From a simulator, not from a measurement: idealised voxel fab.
This is a process module. Its name is voxel transistor to metal.
For reference, the cross-section in this document is cut, with width 145 nm and square cells of 5 nm.
Format of a cross-section: grid, square cells. Given as bands. Order: top down. Band: one or more rows of cells. Band: top and bottom heights (nm) first, top before bottom; then materials from left to right, widths in nm. "everywhere" marks a sole material filling the band edge to edge. "empty" denotes empty space. Height is counted from the level 0, under which the received wafer is composed throughout of one material. The lowest of the bands is not closed at the bottom but continues downward, in the notation "0..down". The expression "30..40" gives the width at the extremes of the band, the first number at its top row of cells and the second at its bottom row, with the width changing by equal amounts from each row to the next in between. Take "nothing changed" at face value: in the step it is given for, the cross-section changed in none of its cells. Under "Closed void entries" you'll find the enclosed gaps, the ones with no way out to the top, that are 8 cells or bigger; each reads width x height at distance, with distance counted from the left edge, everything in nm. Post-settings text on a step line: simulator's own remark regarding the step. Steps that use a mask can have "overlay nm" on their line. It says how far the mask sat to the right of where it was meant to be. Negative means to the left.

**Intended process steps**
1: RECEIVE (material Si)
2: OXIDIZE (depth nm 5)
3: CONFORMAL_DEP (material SiN; thk nm 15)
4: DIRECTIONAL_DEP (material aC; thk nm 10)
5: PATTERN (tone cover; mask id ACTIVE; material resist; width nm 100; thk nm 30; overlay nm 0)
6: DIRECTIONAL_ETCH (etch materials aC; depth nm 10)
7: STRIP (etch materials resist)
8: DIRECTIONAL_ETCH (etch materials SiN; depth nm 15)
9: DIRECTIONAL_ETCH (etch materials SiO2; depth nm 5)
10: DIRECTIONAL_ETCH (etch materials Si; depth nm 25)
11: STRIP (etch materials aC)
12: FILL_DEP (material SiO2; thk nm 15)
13: CMP (height nm 15)
14: SELECTIVE_ETCH (etch materials SiO2; depth nm 10)
15: STRIP (etch materials SiN)
16: SELECTIVE_ETCH (etch materials SiO2; depth nm 5)
17: OXIDIZE (depth nm 5)
18: DIRECTIONAL_DEP (material polySi; thk nm 20)
19: DIRECTIONAL_DEP (material SiCN; thk nm 15)
20: PATTERN (tone cover; mask id GATE; material resist; width nm 20; thk nm 15; overlay nm 0)
21: DIRECTIONAL_ETCH (etch materials SiCN; depth nm 25)
22: DIRECTIONAL_ETCH (etch materials polySi; depth nm 30)
23: STRIP (etch materials resist)
24: CONFORMAL_DEP (material SiO2; thk nm 5)
25: DIRECTIONAL_ETCH (etch materials SiO2; depth nm 5)
26: CONFORMAL_DEP (material SiN; thk nm 5)
27: DIRECTIONAL_ETCH (etch materials SiN; depth nm 5)
28: DIRECTIONAL_ETCH (etch materials SiO2; depth nm 5)
29: DIRECTIONAL_ETCH (etch materials Si; depth nm 10)
30: EPI (material nSi; thk nm 10)
31: FILL_DEP (material SiO2; thk nm 5)
32: CMP (height nm 30)
33: DIRECTIONAL_DEP (material SiO2; thk nm 10)
34: PATTERN (tone open; mask id CONTACT; material resist; width nm 30; pitch nm 60; thk nm 20; overlay nm 0)
35: DIRECTIONAL_ETCH (etch materials SiO2; depth nm 50)
36: STRIP (etch materials resist)
37: CONFORMAL_DEP (material TiN; thk nm 5)
38: FILL_DEP (material W; thk nm 10)
39: CMP (height nm 40)
40: CONFORMAL_DEP (material SiCN; thk nm 5)
41: DIRECTIONAL_DEP (material lowk; thk nm 15)
42: PATTERN (tone open; mask id METAL_1; material resist; width nm 20; pitch nm 70; thk nm 15; overlay nm 0)
43: DIRECTIONAL_ETCH (etch materials lowk; depth nm 15)
44: DIRECTIONAL_ETCH (etch materials SiCN; depth nm 5)
45: STRIP (etch materials resist)
46: CONFORMAL_DEP (material TiN; thk nm 5)
47: FILL_DEP (material Cu; thk nm 10)
48: CMP (height nm 60)
49: CONFORMAL_DEP (material SiCN; thk nm 5)
50: DIRECTIONAL_DEP (material SiO2; thk nm 35)
51: DIRECTIONAL_DEP (material aC; thk nm 10)
52: PATTERN (tone open; mask id METAL_2_HOLES; material resist; width nm 15; pitch nm 70; thk nm 25; overlay nm 0)
53: DIRECTIONAL_ETCH (etch materials aC; depth nm 10)
54: STRIP (etch materials resist)
55: DIRECTIONAL_ETCH (etch materials SiO2; depth nm 35)
56: STRIP (etch materials aC)
57: PATTERN (tone open; mask id METAL_2; material resist; width nm 20; pitch nm 70; thk nm 15; overlay nm 0)
58: DIRECTIONAL_ETCH (etch materials SiO2; depth nm 20)
59: DIRECTIONAL_ETCH (etch materials SiCN; depth nm 5)
60: STRIP (etch materials resist)
61: CONFORMAL_DEP (material TiN; thk nm 5)
62: FILL_DEP (material Cu; thk nm 10)
63: CMP (height nm 100)
64: CONFORMAL_DEP (material SiN; thk nm 5)

**As-received wafer cross-section (after step 1)**
- 0..down = Si everywhere
- Closed void entries: none

**Below is the wafer in cross-section after the module was completed. It began from the starting point shown above and followed the plan shown above, except that one mistake was made while running it**
- 105..100 = SiN everywhere
- 100..85 = Cu 35 nm; TiN 5 nm; SiO2 5 nm; TiN 5 nm; Cu 55 nm; TiN 5 nm; SiO2 5 nm; TiN 5 nm; Cu 25 nm
- 85..80 = TiN 30 nm; Cu 5 nm; TiN 5 nm; SiO2 5 nm; TiN 55 nm; Cu 5 nm; TiN 5 nm; SiO2 5 nm; TiN 30 nm
- 80..70 = SiO2 25 nm; TiN 5 nm; Cu 5 nm; TiN 5 nm; SiO2 55 nm; TiN 5 nm; Cu 5 nm; TiN 5 nm; SiO2 35 nm
- 70..65 = SiO2 25 nm; TiN 15 nm; SiO2 55 nm; TiN 15 nm; SiO2 35 nm
- 65..60 = SiCN everywhere
- 60..45 = lowk 25 nm; TiN 5 nm; Cu 10 nm; TiN 5 nm; lowk 50 nm; TiN 5 nm; Cu 10 nm; TiN 5 nm; lowk 30 nm
- 45..40 = SiCN 25 nm; TiN 20 nm; SiCN 50 nm; TiN 20 nm; SiCN 30 nm
- 40..30 = SiO2 25 nm; TiN 5 nm; W 20..15 nm; TiN 5..10 nm; SiO2 30 nm; TiN 5..10 nm; W 20..15 nm; TiN 5 nm; SiO2 30 nm
- 30..15 = SiO2 25 nm; TiN 5 nm; W 15 nm; TiN 5 nm; SiN 5 nm; SiO2 5 nm; SiCN 20 nm; SiO2 5 nm; SiN 5 nm; TiN 5 nm; W 15 nm; TiN 5 nm; SiO2 30 nm
- 15..5 = SiO2 25 nm; TiN 5 nm; W 15 nm; TiN 5 nm; SiN 5 nm; SiO2 5 nm; polySi 20 nm; SiO2 5 nm; SiN 5 nm; TiN 5 nm; W 15 nm; TiN 5 nm; SiO2 30 nm
- 5..0 = SiO2 25 nm; TiN 25 nm; SiN 5 nm; SiO2 5 nm; polySi 20 nm; SiO2 5 nm; SiN 5 nm; TiN 25 nm; SiO2 30 nm
- 0..-5 = SiO2 20 nm; SiN 5 nm; nSi 10 nm; TiN 5 nm; nSi 10 nm; SiN 5 nm; SiO2 5 nm; polySi 20 nm; SiO2 5 nm; SiN 5 nm; nSi 10 nm; TiN 5 nm; nSi 10 nm; SiN 5 nm; SiO2 25 nm
- -5..-10 = SiO2 25 nm; nSi 10 nm; TiN 5 nm; nSi 10 nm; SiO2 40 nm; nSi 10 nm; TiN 5 nm; nSi 10 nm; SiO2 30 nm
- -10..-20 = SiO2 20 nm; Si 5 nm; nSi 25 nm; Si 40 nm; nSi 25 nm; Si 5 nm; SiO2 25 nm
- -20..-30 = SiO2 20 nm; Si 100 nm; SiO2 25 nm
- -30..down = Si everywhere
- Closed void entries: none
Plan not followed: step 57 was not run as planned; what actually ran was PATTERN (tone cover; mask id METAL_2; material resist; width nm 20; pitch nm 70; thk nm 15; overlay nm 0)
